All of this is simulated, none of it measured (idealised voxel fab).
This section sets out a process module, namely voxel wiring stack.
Displayed cross-section: cut, width of 260 nm, square cells sized 5 nm.
Format of a cross-section: grid, square cells. Given as bands. Order: top down. Band: one or more rows of cells.
Band: top and bottom heights (nm) first, top before bottom; then materials from left to right, widths in nm. "throughout" marks a sole material filling the band edge to edge. "empty" denotes empty space.
A quick word on heights: they are counted from 0, and under that level the wafer as it came to us is one material throughout. The lowest band is different from the rest in having no bottom; it simply continues downward, written as in "0 and below".
Note: "30..40" means the width goes from the first number (top row of the band) to the second number (bottom row) in equal steps per row of cells.
"left unchanged" means the step left every cell of the cross-section as it was.
This entry, "Closed voids list", enumerates those empty regions of no fewer than 8 cells that possess no open connection to the top. Each region is reported in the form width x height at distance, the distance being taken from the left edge, with all three quantities expressed in nm.
If you see something after the settings on a step's line, that's the simulator's own remark about that step.
A step's line can hold "overlay nm"; with a mask on that step, the setting says how far right of the planned place the mask lay, while a negative setting says it lay to the left.

Set out below are the planned steps of the process
1: RECEIVE with material Si
2: CONFORMAL_DEP with material SiO2, thk nm 15
3: CONFORMAL_DEP with material SiCN, thk nm 5
4: DIRECTIONAL_DEP with material lowk, thk nm 15
5: DIRECTIONAL_DEP with material aC, thk nm 10
6: PATTERN with tone open, mask id METAL_1, material resist, width nm 30, pitch nm 45, thk nm 30, overlay nm 0
7: DIRECTIONAL_ETCH with etch materials aC, depth nm 10
8: STRIP with etch materials resist
9: DIRECTIONAL_ETCH with etch materials lowk, depth nm 15
10: DIRECTIONAL_ETCH with etch materials SiCN, depth nm 5
11: STRIP with etch materials aC
12: CONFORMAL_DEP with material TiN, thk nm 5
13: FILL_DEP with material Ru, thk nm 10
14: CMP with height nm 35
15: CONFORMAL_DEP with material SiCN, thk nm 5
16: DIRECTIONAL_DEP with material SiO2, thk nm 30
17: PATTERN with tone open, mask id METAL_2, material resist, width nm 30, pitch nm 45, thk nm 20, overlay nm 0
18: DIRECTIONAL_ETCH with etch materials SiO2, depth nm 20
19: STRIP with etch materials resist
20: PATTERN with tone open, mask id METAL_2_HOLES, material resist, width nm 15, pitch nm 45, thk nm 20, overlay nm 0
21: DIRECTIONAL_ETCH with etch materials SiO2, depth nm 10
22: DIRECTIONAL_ETCH with etch materials SiCN, depth nm 5
23: STRIP with etch materials resist
24: CONFORMAL_DEP with material TiN, thk nm 5
25: FILL_DEP with material Cu, thk nm 5
26: CMP with height nm 70
27: CONFORMAL_DEP with material SiCN, thk nm 5
28: DIRECTIONAL_DEP with material lowk, thk nm 30
29: DIRECTIONAL_DEP with material aC, thk nm 15
30: PATTERN with tone open, mask id METAL_3_HOLES, material resist, width nm 15, pitch nm 45, thk nm 35, overlay nm 0
31: DIRECTIONAL_ETCH with etch materials aC, depth nm 15
32: STRIP with etch materials resist
33: DIRECTIONAL_ETCH with etch materials lowk, depth nm 30
34: STRIP with etch materials aC
35: MASKED_ETCH with tone open, mask id METAL_3, width nm 30, pitch nm 45, etch materials lowk, depth nm 15, overlay nm 0
36: MASKED_ETCH with tone open, mask id METAL_3, width nm 30, pitch nm 45, etch materials SiCN, depth nm 5, overlay nm 0
37: CONFORMAL_DEP with material TiN, thk nm 5
38: FILL_DEP with material Cu, thk nm 5
39: CMP with height nm 105
40: CONFORMAL_DEP with material SiCN, thk nm 5

Incoming wafer, cross-sectional view, post step 1
  0 and below | Si throughout
  Closed voids list: none

Cross-section: first of two wafers, module finished, run according to plan
  110 down to 105 | SiCN throughout
  105 down to 95 | lowk 45 | TiN 5 | Cu 20 | TiN 5 | lowk 15 | TiN 5 | Cu 20 | TiN 5 | lowk 15 | TiN 5 | Cu 20 | TiN 5 | lowk 15 | TiN 5 | Cu 20 | TiN 5 | lowk 50
  95 down to 90 | lowk 45 | TiN 5 | Cu 5 | TiN 20 | lowk 15 | TiN 5 | Cu 5 | TiN 20 | lowk 15 | TiN 5 | Cu 5 | TiN 20 | lowk 15 | TiN 5 | Cu 5 | TiN 20 | lowk 50
  90 down to 75 | lowk 45 | TiN 5 | Cu 5 | TiN 5 | lowk 30 | TiN 5 | Cu 5 | TiN 5 | lowk 30 | TiN 5 | Cu 5 | TiN 5 | lowk 30 | TiN 5 | Cu 5 | TiN 5 | lowk 65
  75 down to 70 | SiCN 45 | TiN 15 | SiCN 30 | TiN 15 | SiCN 30 | TiN 15 | SiCN 30 | TiN 15 | SiCN 65
  70 down to 55 | SiO2 45 | TiN 5 | Cu 20 | TiN 5 | SiO2 15 | TiN 5 | Cu 20 | TiN 5 | SiO2 15 | TiN 5 | Cu 20 | TiN 5 | SiO2 15 | TiN 5 | Cu 20 | TiN 5 | SiO2 50
  55 down to 50 | SiO2 45 | TiN 5 | Cu 5 | TiN 20 | SiO2 15 | TiN 5 | Cu 5 | TiN 20 | SiO2 15 | TiN 5 | Cu 5 | TiN 20 | SiO2 15 | TiN 5 | Cu 5 | TiN 20 | SiO2 50
  50 down to 40 | SiO2 45 | TiN 5 | Cu 5 | TiN 5 | SiO2 30 | TiN 5 | Cu 5 | TiN 5 | SiO2 30 | TiN 5 | Cu 5 | TiN 5 | SiO2 30 | TiN 5 | Cu 5 | TiN 5 | SiO2 65
  40 down to 35 | SiCN 45 | TiN 15 | SiCN 30 | TiN 15 | SiCN 30 | TiN 15 | SiCN 30 | TiN 15 | SiCN 65
  35 down to 20 | lowk 45 | TiN 5 | Ru 20 | TiN 5 | lowk 15 | TiN 5 | Ru 20 | TiN 5 | lowk 15 | TiN 5 | Ru 20 | TiN 5 | lowk 15 | TiN 5 | Ru 20 | TiN 5 | lowk 50
  20 down to 15 | SiCN 45 | TiN 30 | SiCN 15 | TiN 30 | SiCN 15 | TiN 30 | SiCN 15 | TiN 30 | SiCN 50
  15 down to 0 | SiO2 throughout
  0 and below | Si throughout
  Closed voids list: none

End-of-module cross-section of the second wafer: identical starting point and process plan to the first, with one processing mistake
  110 down to 105 | SiCN throughout
  105 down to 95 | lowk 40 | TiN 5 | Cu 25 | TiN 5 | lowk 10 | TiN 5 | Cu 25 | TiN 5 | lowk 10 | TiN 5 | Cu 25 | TiN 5 | lowk 10 | TiN 5 | Cu 25 | TiN 5 | lowk 50
  95 down to 90 | lowk 40 | TiN 5 | Cu 15 | TiN 15 | lowk 10 | TiN 5 | Cu 15 | TiN 15 | lowk 10 | TiN 5 | Cu 15 | TiN 15 | lowk 10 | TiN 5 | Cu 15 | TiN 15 | lowk 50
  90 down to 80 | lowk 40 | TiN 5 | Cu 15 | TiN 5 | lowk 20 | TiN 5 | Cu 15 | TiN 5 | lowk 20 | TiN 5 | Cu 15 | TiN 5 | lowk 20 | TiN 5 | Cu 15 | TiN 5 | lowk 60
  80 down to 75 | lowk 40 | TiN 10 | Cu 10 | TiN 5 | lowk 20 | TiN 10 | Cu 10 | TiN 5 | lowk 20 | TiN 10 | Cu 10 | TiN 5 | lowk 20 | TiN 10 | Cu 10 | TiN 5 | lowk 60
  75 down to 70 | SiCN 45 | TiN 20 | SiCN 25 | TiN 20 | SiCN 25 | TiN 20 | SiCN 25 | TiN 20 | SiCN 60
  70 down to 55 | SiO2 45 | TiN 5 | Cu 20 | TiN 5 | SiO2 15 | TiN 5 | Cu 20 | TiN 5 | SiO2 15 | TiN 5 | Cu 20 | TiN 5 | SiO2 15 | TiN 5 | Cu 20 | TiN 5 | SiO2 50
  55 down to 50 | SiO2 45 | TiN 5 | Cu 5 | TiN 20 | SiO2 15 | TiN 5 | Cu 5 | TiN 20 | SiO2 15 | TiN 5 | Cu 5 | TiN 20 | SiO2 15 | TiN 5 | Cu 5 | TiN 20 | SiO2 50
  50 down to 40 | SiO2 45 | TiN 5 | Cu 5 | TiN 5 | SiO2 30 | TiN 5 | Cu 5 | TiN 5 | SiO2 30 | TiN 5 | Cu 5 | TiN 5 | SiO2 30 | TiN 5 | Cu 5 | TiN 5 | SiO2 65
  40 down to 35 | SiCN 45 | TiN 15 | SiCN 30 | TiN 15 | SiCN 30 | TiN 15 | SiCN 30 | TiN 15 | SiCN 65
  35 down to 20 | lowk 45 | TiN 5 | Ru 20 | TiN 5 | lowk 15 | TiN 5 | Ru 20 | TiN 5 | lowk 15 | TiN 5 | Ru 20 | TiN 5 | lowk 15 | TiN 5 | Ru 20 | TiN 5 | lowk 50
  20 down to 15 | SiCN 45 | TiN 30 | SiCN 15 | TiN 30 | SiCN 15 | TiN 30 | SiCN 15 | TiN 30 | SiCN 50
  15 down to 0 | SiO2 throughout
  0 and below | Si throughout
  Closed voids list: none
Misprocessing identified: step 30 ran with different settings than intended, the actual operation and settings being PATTERN with tone open, mask id METAL_3_HOLES, material resist, width nm 25, pitch nm 45, thk nm 35, overlay nm 0
Cell-count delta at end, second wafer over first, by material: 36 more of Cu; 4 fewer of SiCN; 4 more of TiN; 36 fewer of lowk
